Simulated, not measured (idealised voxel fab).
The process module that follows is named voxel ribs on slabs.
In the cross-section labelled cut, the width is 280 nm and each square cell is 5 nm.
Heads up, the way a cross-section reads in here is a grid of square cells, handed over as bands from the top down, with every band being one or more rows of cells.
It is stipulated that each band's entry specify, in nanometres, the height of the top of the band and then that of its bottom, followed by the materials of the band in left-to-right sequence, each together with its width in nanometres. A single material marked by the word "full width" is understood to fill the band from edge to edge; the word "air" is understood to denote empty space.
A quick word on heights: they are counted from 0, and under that level the wafer as it came to us is one material throughout. The lowest band is different from the rest in having no bottom; it simply continues downward, written as in "z 0 and below".
A width such as "30 to 40" changes by the same amount from each row of cells to the next, from the band's top row to its bottom row.
Step marked "remained the same"? Then no cell in the cross-section changed in it.
For the entry "Closed voids list", the listed items are empty spaces with no open way to the top whose size is 8 cells or more; each item follows the pattern width x height at distance, where distance is from the left edge and all three are in nm.
That trailing text on a step's line, after the settings, is the simulator's own remark on the step.
On any step carrying a mask, the "overlay nm" setting, if present on the step's line, tells how far right of its planned place the mask lay; negative values point to the left.
Process steps (planned):
1) RECEIVE | material Si
2) DIRECTIONAL_DEP | material SiO2 | thk nm 25
3) DIRECTIONAL_DEP | material polySi | thk nm 15
4) DIRECTIONAL_DEP | material aC | thk nm 10
5) PATTERN | tone cover | mask id RIB | material resist | width nm 15 | thk nm 30 | overlay nm 0
6) DIRECTIONAL_ETCH | etch materials aC | depth nm 10
7) STRIP | etch materials resist
8) DIRECTIONAL_ETCH | etch materials polySi | depth nm 10
9) STRIP | etch materials aC
10) DIRECTIONAL_DEP | material aC | thk nm 15
11) PATTERN | tone cover | mask id SLAB | material resist | width nm 55 | thk nm 35 | overlay nm -15
12) DIRECTIONAL_ETCH | etch materials aC | depth nm 15
13) STRIP | etch materials resist
14) DIRECTIONAL_ETCH | etch materials polySi | depth nm 5
15) STRIP | etch materials aC
16) FILL_DEP | material SiO2 | thk nm 20
17) CMP | height nm 50
18) DIRECTIONAL_DEP | material TiN | thk nm 5
19) DIRECTIONAL_DEP | material aC | thk nm 15
20) PATTERN | tone cover | mask id HEATER | material resist | width nm 25 | thk nm 35 | overlay nm 0
21) DIRECTIONAL_ETCH | etch materials aC | depth nm 15
22) STRIP | etch materials resist
23) DIRECTIONAL_ETCH | etch materials TiN | depth nm 5
24) STRIP | etch materials aC
25) CONFORMAL_DEP | material SiO2 | thk nm 10
What sets these wafers apart? The overlay nm at step 11. They all start alike, and the plan carries the first wafer's value.
Cross-section, first of several wafers, as delivered after step 1:
	z 0 and below  Si full width
	Closed voids list: none
Each wafer at the end: cells of each material gained (+) or lost (-) since it was received, then its closed voids:
overlay nm -15, +659 SiO2, +5 TiN, +17 polySi, Closed voids list: none
overlay nm -10, +659 SiO2, +5 TiN, +17 polySi, Closed voids list: none
overlay nm -5, +659 SiO2, +5 TiN, +17 polySi, Closed voids list: none
overlay nm 0, +659 SiO2, +5 TiN, +17 polySi, Closed voids list: none
overlay nm 5, +659 SiO2, +5 TiN, +17 polySi, Closed voids list: none
overlay nm 10, +659 SiO2, +5 TiN, +17 polySi, Closed voids list: none
overlay nm 15, +659 SiO2, +5 TiN, +17 polySi, Closed voids list: none
